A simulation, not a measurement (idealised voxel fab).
process module | voxel trench capacitor
cross-section cut | 255 nm wide | cells 5 nm
A cross-section is a grid of square cells, given in bands from the top down. A band is one or more rows of cells.
Each band's line starts with the height of the band's top and of its bottom, in nm. Then come its materials from left to right, each with its width in nm. One material with "throughout" fills the band from edge to edge. "air" is empty space.
Height 0 is the level under which the wafer as received is all one material. The lowest band goes on downwards, as in "0 down".
A width such as "30 to 40" changes by the same amount from each row of cells to the next, from the band's top row to its bottom row.
"no change" after a step means that no cell of the cross-section changed.
closed voids: empty space of 8 cells or more with no open way to the top, each as width x height at its distance from the left edge, in nm
after a step's settings: what the simulator itself notes on the step
overlay nm, on a step with a mask: how far to the right of its planned place the mask lay; to the left if negative
plan
1 op RECEIVE | material Si
2 op CONFORMAL_DEP | material SiN | thk nm 10
3 op DIRECTIONAL_DEP | material aC | thk nm 15
4 op PATTERN | tone open | mask id TRENCH | material resist | width nm 20 | pitch nm 45 | thk nm 30 | overlay nm 0
5 op DIRECTIONAL_ETCH | etch materials aC | depth nm 15
6 op STRIP | etch materials resist
7 op DIRECTIONAL_ETCH | etch materials SiN | depth nm 10
8 op DIRECTIONAL_ETCH | etch materials Si | depth nm 30
9 op STRIP | etch materials aC
10 op CONFORMAL_DEP | material SiO2 | thk nm 5
11 op FILL_DEP | material polySi | thk nm 10
12 op CMP | height nm 10
first wafer, as planned
as received, after step 1
  0 down: Si throughout
  closed voids: none
after step 2
  10 to 0: SiN throughout
  below 0: unchanged
after step 3
  25 to 10: aC throughout
  below 10: unchanged
after step 4
  55 to 25: resist 50 | air 20 | resist 25 | air 20 | resist 25 | air 20 | resist 25 | air 20 | resist 50
  below 25: unchanged
after step 5
  40 to 25: resist 50 | air 20 | resist 25 | air 20 | resist 25 | air 20 | resist 25 | air 20 | resist 50
  25 to 10: aC 50 | air 20 | aC 25 | air 20 | aC 25 | air 20 | aC 25 | air 20 | aC 50
  below 10: unchanged
after step 6
  25 to 10: aC 50 | air 20 | aC 25 | air 20 | aC 25 | air 20 | aC 25 | air 20 | aC 50
  below 10: unchanged
after step 7
  25 to 10: aC 50 | air 20 | aC 25 | air 20 | aC 25 | air 20 | aC 25 | air 20 | aC 50
  10 to 0: SiN 50 | air 20 | SiN 25 | air 20 | SiN 25 | air 20 | SiN 25 | air 20 | SiN 50
  below 0: unchanged
after step 8
  25 to 10: aC 50 | air 20 | aC 25 | air 20 | aC 25 | air 20 | aC 25 | air 20 | aC 50
  10 to 0: SiN 50 | air 20 | SiN 25 | air 20 | SiN 25 | air 20 | SiN 25 | air 20 | SiN 50
  0 to -30: Si 50 | air 20 | Si 25 | air 20 | Si 25 | air 20 | Si 25 | air 20 | Si 50
  below -30: unchanged
after step 9
  10 to 0: SiN 50 | air 20 | SiN 25 | air 20 | SiN 25 | air 20 | SiN 25 | air 20 | SiN 50
  below 0: unchanged
after step 10
  15 to 10: SiO2 55 | air 10 | SiO2 35 | air 10 | SiO2 35 | air 10 | SiO2 35 | air 10 | SiO2 55
  10 to 0: SiN 50 | SiO2 5 | air 10 | SiO2 5 | SiN 25 | SiO2 5 | air 10 | SiO2 5 | SiN 25 | SiO2 5 | air 10 | SiO2 5 | SiN 25 | SiO2 5 | air 10 | SiO2 5 | SiN 50
  0 to -25: Si 50 | SiO2 5 | air 10 | SiO2 5 | Si 25 | SiO2 5 | air 10 | SiO2 5 | Si 25 | SiO2 5 | air 10 | SiO2 5 | Si 25 | SiO2 5 | air 10 | SiO2 5 | Si 50
  -25 to -30: Si 50 | SiO2 20 | Si 25 | SiO2 20 | Si 25 | SiO2 20 | Si 25 | SiO2 20 | Si 50
  below -30: unchanged
after step 11
  25 to 15: polySi throughout
  15 to 10: SiO2 55 | polySi 10 | SiO2 35 | polySi 10 | SiO2 35 | polySi 10 | SiO2 35 | polySi 10 | SiO2 55
  10 to 0: SiN 50 | SiO2 5 | polySi 10 | SiO2 5 | SiN 25 | SiO2 5 | polySi 10 | SiO2 5 | SiN 25 | SiO2 5 | polySi 10 | SiO2 5 | SiN 25 | SiO2 5 | polySi 10 | SiO2 5 | SiN 50
  0 to -25: Si 50 | SiO2 5 | polySi 10 | SiO2 5 | Si 25 | SiO2 5 | polySi 10 | SiO2 5 | Si 25 | SiO2 5 | polySi 10 | SiO2 5 | Si 25 | SiO2 5 | polySi 10 | SiO2 5 | Si 50
  below -25: unchanged
after step 12
  10 to 0: SiN 50 | SiO2 5 | polySi 10 | SiO2 5 | SiN 25 | SiO2 5 | polySi 10 | SiO2 5 | SiN 25 | SiO2 5 | polySi 10 | SiO2 5 | SiN 25 | SiO2 5 | polySi 10 | SiO2 5 | SiN 50
  below 0: unchanged
second wafer: like start, like plan, one mistake. Through step 3 it matches the first wafer
when step 4 should have ended
  55 to 25: air 50 | resist 20 | air 25 | resist 20 | air 25 | resist 20 | air 25 | resist 20 | air 50
  below 25: unchanged
when step 5 should have ended
  40 to 25: air 50 | resist 20 | air 25 | resist 20 | air 25 | resist 20 | air 25 | resist 20 | air 50
  25 to 10: air 50 | aC 20 | air 25 | aC 20 | air 25 | aC 20 | air 25 | aC 20 | air 50
  below 10: unchanged
when step 6 should have ended
  25 to 10: air 50 | aC 20 | air 25 | aC 20 | air 25 | aC 20 | air 25 | aC 20 | air 50
  below 10: unchanged
when step 7 should have ended
  25 to 10: air 50 | aC 20 | air 25 | aC 20 | air 25 | aC 20 | air 25 | aC 20 | air 50
  10 to 0: air 50 | SiN 20 | air 25 | SiN 20 | air 25 | SiN 20 | air 25 | SiN 20 | air 50
  below 0: unchanged
when step 8 should have ended
  25 to 10: air 50 | aC 20 | air 25 | aC 20 | air 25 | aC 20 | air 25 | aC 20 | air 50
  10 to 0: air 50 | SiN 20 | air 25 | SiN 20 | air 25 | SiN 20 | air 25 | SiN 20 | air 50
  0 to -30: air 50 | Si 20 | air 25 | Si 20 | air 25 | Si 20 | air 25 | Si 20 | air 50
  below -30: unchanged
when step 9 should have ended
  10 to 0: air 50 | SiN 20 | air 25 | SiN 20 | air 25 | SiN 20 | air 25 | SiN 20 | air 50
  below 0: unchanged
when step 10 should have ended
  15 to 10: air 45 | SiO2 30 | air 15 | SiO2 30 | air 15 | SiO2 30 | air 15 | SiO2 30 | air 45
  10 to 0: air 45 | SiO2 5 | SiN 20 | SiO2 5 | air 15 | SiO2 5 | SiN 20 | SiO2 5 | air 15 | SiO2 5 | SiN 20 | SiO2 5 | air 15 | SiO2 5 | SiN 20 | SiO2 5 | air 45
  0 to -25: air 45 | SiO2 5 | Si 20 | SiO2 5 | air 15 | SiO2 5 | Si 20 | SiO2 5 | air 15 | SiO2 5 | Si 20 | SiO2 5 | air 15 | SiO2 5 | Si 20 | SiO2 5 | air 45
  -25 to -30: SiO2 50 | Si 20 | SiO2 25 | Si 20 | SiO2 25 | Si 20 | SiO2 25 | Si 20 | SiO2 50
  below -30: unchanged
when step 11 should have ended
  25 to 15: polySi throughout
  15 to 10: polySi 45 | SiO2 30 | polySi 15 | SiO2 30 | polySi 15 | SiO2 30 | polySi 15 | SiO2 30 | polySi 45
  10 to 0: polySi 45 | SiO2 5 | SiN 20 | SiO2 5 | polySi 15 | SiO2 5 | SiN 20 | SiO2 5 | polySi 15 | SiO2 5 | SiN 20 | SiO2 5 | polySi 15 | SiO2 5 | SiN 20 | SiO2 5 | polySi 45
  0 to -25: polySi 45 | SiO2 5 | Si 20 | SiO2 5 | polySi 15 | SiO2 5 | Si 20 | SiO2 5 | polySi 15 | SiO2 5 | Si 20 | SiO2 5 | polySi 15 | SiO2 5 | Si 20 | SiO2 5 | polySi 45
  below -25: unchanged
when step 12 should have ended
  10 to 0: polySi 45 | SiO2 5 | SiN 20 | SiO2 5 | polySi 15 | SiO2 5 | SiN 20 | SiO2 5 | polySi 15 | SiO2 5 | SiN 20 | SiO2 5 | polySi 15 | SiO2 5 | SiN 20 | SiO2 5 | polySi 45
  below 0: unchanged
what went wrong: step 4 ran as: op PATTERN | tone cover | mask id TRENCH | material resist | width nm 20 | pitch nm 45 | thk nm 30 | overlay nm 0
at the end the second wafer has, in cells: 114 fewer of Si | 38 fewer of SiN | 19 more of SiO2 | 133 more of polySi
